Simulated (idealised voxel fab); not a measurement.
voxel capacitor over wiring: a process module
Shown is cross-section cut, with a width of 235 nm and square cells of size 5 nm.
A cross-section in this document is a grid of square cells, and it is written down as bands, the top band listed before the ones below it; a band is made up of one or more rows of cells.
Band: top height; bottom height; in nm. Then, left to right: material with width in nm, for each material. "throughout": a single material spanning edge to edge. "empty": empty space.
Ref level 0: as-received wafer is one material below here. Bottom band extends down with no lower bound ("0..down").
The two numbers in a width such as "30->40" mark its ends across the band: the first belongs to the top row of cells, the second to the bottom row, and from each row to the next the width moves by the same amount.
A step reported as "no modification" is a step in which no cell of the cross-section changed.
"Enclosed empty spaces" enumerates empty spaces isolated from the top, with no open way to it, that contain at least 8 cells, giving each as width x height at distance from the left edge, all three in nm.
Post-settings text on a step line: simulator's own remark regarding the step.
overlay nm: for a step with a mask, the amount by which the mask lay right of where it was planned; a negative amount means left of it.

Listed below are the process steps as planned
1 RECEIVE: material Si
2 CONFORMAL_DEP: material SiO2, thk nm 15
3 DIRECTIONAL_DEP: material TiN, thk nm 5
4 DIRECTIONAL_DEP: material Ru, thk nm 20
5 DIRECTIONAL_DEP: material aC, thk nm 10
6 PATTERN: tone cover, mask id METAL_1, material resist, width nm 20, pitch nm 90, thk nm 30, overlay nm 0
7 DIRECTIONAL_ETCH: etch materials aC, depth nm 10
8 STRIP: etch materials resist
9 DIRECTIONAL_ETCH: etch materials Ru, depth nm 20
10 DIRECTIONAL_ETCH: etch materials TiN, depth nm 5
11 STRIP: etch materials aC
12 FILL_DEP: material SiO2, thk nm 10
13 CMP: height nm 40
14 CONFORMAL_DEP: material SiCN, thk nm 5
15 DIRECTIONAL_DEP: material lowk, thk nm 15
16 MASKED_ETCH: tone open, mask id PLUG_1, width nm 15, etch materials lowk, depth nm 15, overlay nm 0
17 MASKED_ETCH: tone open, mask id PLUG_1, width nm 15, etch materials SiCN, depth nm 5, overlay nm 0
18 CONFORMAL_DEP: material TiN, thk nm 5
19 FILL_DEP: material Ru, thk nm 10
20 CMP: height nm 60
21 DIRECTIONAL_DEP: material TiN, thk nm 10
22 DIRECTIONAL_DEP: material Al2O3, thk nm 5
23 DIRECTIONAL_DEP: material TiN, thk nm 5
24 PATTERN: tone cover, mask id UPPER_PLATE, material resist, width nm 75, thk nm 20, overlay nm 0
25 DIRECTIONAL_ETCH: etch materials TiN, depth nm 5
26 DIRECTIONAL_ETCH: etch materials Al2O3, depth nm 5
27 STRIP: etch materials resist
28 PATTERN: tone cover, mask id LOWER_PLATE, material resist, width nm 85, thk nm 15, overlay nm 0
29 DIRECTIONAL_ETCH: etch materials TiN, depth nm 10
30 STRIP: etch materials resist
31 FILL_DEP: material SiO2, thk nm 15
32 CMP: height nm 90
33 MASKED_ETCH: tone open, mask id PLUG_2, width nm 15, etch materials SiO2, depth nm 10, overlay nm 0
34 CONFORMAL_DEP: material TiN, thk nm 5
35 FILL_DEP: material Ru, thk nm 10
36 CMP: height nm 90
37 CONFORMAL_DEP: material SiN, thk nm 5

What follows covers the first of two wafers; it ran as planned

Cross-section of the wafer upon arrival, representing the state reached after step 1
    0..down = Si throughout
    Enclosed empty spaces: none

Wafer section view after processing step 2
    15..0 = SiO2 throughout
    Heights below 0 show no change.

Wafer section view after processing step 3
    20..15 = TiN throughout
    Heights below 15 show no change.

Wafer section view after processing step 4
    40..20 = Ru throughout
    Heights below 20 show no change.

Wafer section view after processing step 5
    50..40 = aC throughout
    Heights below 40 show no change.

Wafer section view after processing step 6
    80..50 = empty (60), resist (20), empty (70), resist (20), empty (65)
    Heights below 50 show no change.

Wafer section view after processing step 7
    70..50 = empty (60), resist (20), empty (70), resist (20), empty (65)
    50..40 = empty (60), aC (20), empty (70), aC (20), empty (65)
    Heights below 40 show no change.

Wafer section view after processing step 8
    50..40 = empty (60), aC (20), empty (70), aC (20), empty (65)
    Heights below 40 show no change.

Wafer section view after processing step 9
    50..40 = empty (60), aC (20), empty (70), aC (20), empty (65)
    40..20 = empty (60), Ru (20), empty (70), Ru (20), empty (65)
    Heights below 20 show no change.

Wafer section view after processing step 10
    50..40 = empty (60), aC (20), empty (70), aC (20), empty (65)
    40..20 = empty (60), Ru (20), empty (70), Ru (20), empty (65)
    20..15 = empty (60), TiN (20), empty (70), TiN (20), empty (65)
    Heights below 15 show no change.

Wafer section view after processing step 11
    40..20 = empty (60), Ru (20), empty (70), Ru (20), empty (65)
    Heights below 20 show no change.

Wafer section view after processing step 12
    50..40 = SiO2 throughout
    40..20 = SiO2 (60), Ru (20), SiO2 (70), Ru (20), SiO2 (65)
    20..15 = SiO2 (60), TiN (20), SiO2 (70), TiN (20), SiO2 (65)
    Heights below 15 show no change.

Wafer section view after processing step 13
    40..20 = SiO2 (60), Ru (20), SiO2 (70), Ru (20), SiO2 (65)
    Heights below 20 show no change.

Wafer section view after processing step 14
    45..40 = SiCN throughout
    Heights below 40 show no change.

Wafer section view after processing step 15
    60..45 = lowk throughout
    Heights below 45 show no change.

Wafer section view after processing step 16
    60..45 = lowk (65), empty (15), lowk (155)
    Heights below 45 show no change.

Wafer section view after processing step 17
    60..45 = lowk (65), empty (15), lowk (155)
    45..40 = SiCN (65), empty (15), SiCN (155)
    Heights below 40 show no change.

Wafer section view after processing step 18
    65..60 = TiN (70), empty (5), TiN (160)
    60..45 = lowk (65), TiN (5), empty (5), TiN (5), lowk (155)
    45..40 = SiCN (65), TiN (15), SiCN (155)
    Heights below 40 show no change.

Wafer section view after processing step 19
    75..65 = Ru throughout
    65..60 = TiN (70), Ru (5), TiN (160)
    60..45 = lowk (65), TiN (5), Ru (5), TiN (5), lowk (155)
    Heights below 45 show no change.

Wafer section view after processing step 20
    60..45 = lowk (65), TiN (5), Ru (5), TiN (5), lowk (155)
    Heights below 45 show no change.

Wafer section view after processing step 21
    70..60 = TiN throughout
    Heights below 60 show no change.

Wafer section view after processing step 22
    75..70 = Al2O3 throughout
    Heights below 70 show no change.

Wafer section view after processing step 23
    80..75 = TiN throughout
    Heights below 75 show no change.

Wafer section view after processing step 24
    100..80 = empty (65), resist (75), empty (95)
    Heights below 80 show no change.

Wafer section view after processing step 25
    100..80 = empty (65), resist (75), empty (95)
    80..75 = empty (65), TiN (75), empty (95)
    Heights below 75 show no change.

Wafer section view after processing step 26
    100..80 = empty (65), resist (75), empty (95)
    80..75 = empty (65), TiN (75), empty (95)
    75..70 = empty (65), Al2O3 (75), empty (95)
    Heights below 70 show no change.

Wafer section view after processing step 27
    80..75 = empty (65), TiN (75), empty (95)
    Heights below 75 show no change.

Wafer section view after processing step 28
    95..80 = empty (60), resist (85), empty (90)
    80..75 = empty (60), resist (5), TiN (75), resist (5), empty (90)
    75..70 = empty (60), resist (5), Al2O3 (75), resist (5), empty (90)
    Heights below 70 show no change.

Wafer section view after processing step 29
    95..80 = empty (60), resist (85), empty (90)
    80..75 = empty (60), resist (5), TiN (75), resist (5), empty (90)
    75..70 = empty (60), resist (5), Al2O3 (75), resist (5), empty (90)
    70..60 = empty (60), TiN (85), empty (90)
    Heights below 60 show no change.

Wafer section view after processing step 30
    80..75 = empty (65), TiN (75), empty (95)
    75..70 = empty (65), Al2O3 (75), empty (95)
    Heights below 70 show no change.

Wafer section view after processing step 31
    95..80 = SiO2 throughout
    80..75 = SiO2 (65), TiN (75), SiO2 (95)
    75..70 = SiO2 (65), Al2O3 (75), SiO2 (95)
    70..60 = SiO2 (60), TiN (85), SiO2 (90)
    Heights below 60 show no change.

Wafer section view after processing step 32
    90..80 = SiO2 throughout
    Heights below 80 show no change.

Wafer section view after processing step 33
    90..80 = SiO2 (75), empty (15), SiO2 (145)
    Heights below 80 show no change.

Wafer section view after processing step 34
    95..90 = TiN (80), empty (5), TiN (150)
    90..85 = SiO2 (75), TiN (5), empty (5), TiN (5), SiO2 (145)
    85..75 = SiO2 (75->65), TiN (15->75), SiO2 (145->95)
    Heights below 75 show no change.

Wafer section view after processing step 35
    105..95 = Ru throughout
    95..90 = TiN (80), Ru (5), TiN (150)
    90..85 = SiO2 (75), TiN (5), Ru (5), TiN (5), SiO2 (145)
    Heights below 85 show no change.

Wafer section view after processing step 36
    90..85 = SiO2 (75), TiN (5), Ru (5), TiN (5), SiO2 (145)
    Heights below 85 show no change.

Wafer section view after processing step 37
    95..90 = SiN throughout
    Heights below 90 show no change.

Second wafer: same start and same plan as the first, one execution error; identical to the first through step 20

At the planned end of step 21, the second wafer in cross-section
    75..60 = TiN throughout
    Heights below 60 show no change.

At the planned end of step 22, the second wafer in cross-section
    80..75 = Al2O3 throughout
    Heights below 75 show no change.

At the planned end of step 23, the second wafer in cross-section
    85..80 = TiN throughout
    Heights below 80 show no change.

At the planned end of step 24, the second wafer in cross-section
    105..85 = empty (65), resist (75), empty (95)
    Heights below 85 show no change.

At the planned end of step 25, the second wafer in cross-section
    105..85 = empty (65), resist (75), empty (95)
    85..80 = empty (65), TiN (75), empty (95)
    Heights below 80 show no change.

At the planned end of step 26, the second wafer in cross-section
    105..85 = empty (65), resist (75), empty (95)
    85..80 = empty (65), TiN (75), empty (95)
    80..75 = empty (65), Al2O3 (75), empty (95)
    Heights below 75 show no change.

At the planned end of step 27, the second wafer in cross-section
    85..80 = empty (65), TiN (75), empty (95)
    Heights below 80 show no change.

At the planned end of step 28, the second wafer in cross-section
    100..85 = empty (60), resist (85), empty (90)
    85..80 = empty (60), resist (5), TiN (75), resist (5), empty (90)
    80..75 = empty (60), resist (5), Al2O3 (75), resist (5), empty (90)
    Heights below 75 show no change.

At the planned end of step 29, the second wafer in cross-section
    100..85 = empty (60), resist (85), empty (90)
    85..80 = empty (60), resist (5), TiN (75), resist (5), empty (90)
    80..75 = empty (60), resist (5), Al2O3 (75), resist (5), empty (90)
    75..65 = empty (60), TiN (85), empty (90)
    Heights below 65 show no change.

At the planned end of step 30, the second wafer in cross-section
    85..80 = empty (65), TiN (75), empty (95)
    80..75 = empty (65), Al2O3 (75), empty (95)
    Heights below 75 show no change.

At the planned end of step 31, the second wafer in cross-section
    100..85 = SiO2 throughout
    85..80 = SiO2 (65), TiN (75), SiO2 (95)
    80..75 = SiO2 (65), Al2O3 (75), SiO2 (95)
    75..65 = SiO2 (60), TiN (85), SiO2 (90)
    Heights below 65 show no change.

At the planned end of step 32, the second wafer in cross-section
    90..85 = SiO2 throughout
    Heights below 85 show no change.

At the planned end of step 33, the second wafer in cross-section
    90..85 = SiO2 (75), empty (15), SiO2 (145)
    Heights below 85 show no change.

At the planned end of step 34, the second wafer in cross-section
    95..90 = TiN (80), empty (5), TiN (150)
    90..80 = SiO2 (75->65), TiN (15->75), SiO2 (145->95)
    Heights below 80 show no change.

At the planned end of step 35, the second wafer in cross-section
    105..95 = Ru throughout
    95..90 = TiN (80), Ru (5), TiN (150)
    Heights below 90 show no change.

At the planned end of step 36, the second wafer in cross-section
    90..80 = SiO2 (75->65), TiN (15->75), SiO2 (145->95)
    Heights below 80 show no change.

At the planned end of step 37, the second wafer in cross-section
    95..90 = SiN throughout
    Heights below 90 show no change.
Deviation from plan: step 21 did not use the planned setting and instead ran as DIRECTIONAL_DEP: material TiN, thk nm 15
Final wafer comparison in cells, second versus first, more or fewer per material: 1 fewer of Ru | 44 fewer of SiO2 | 45 more of TiN
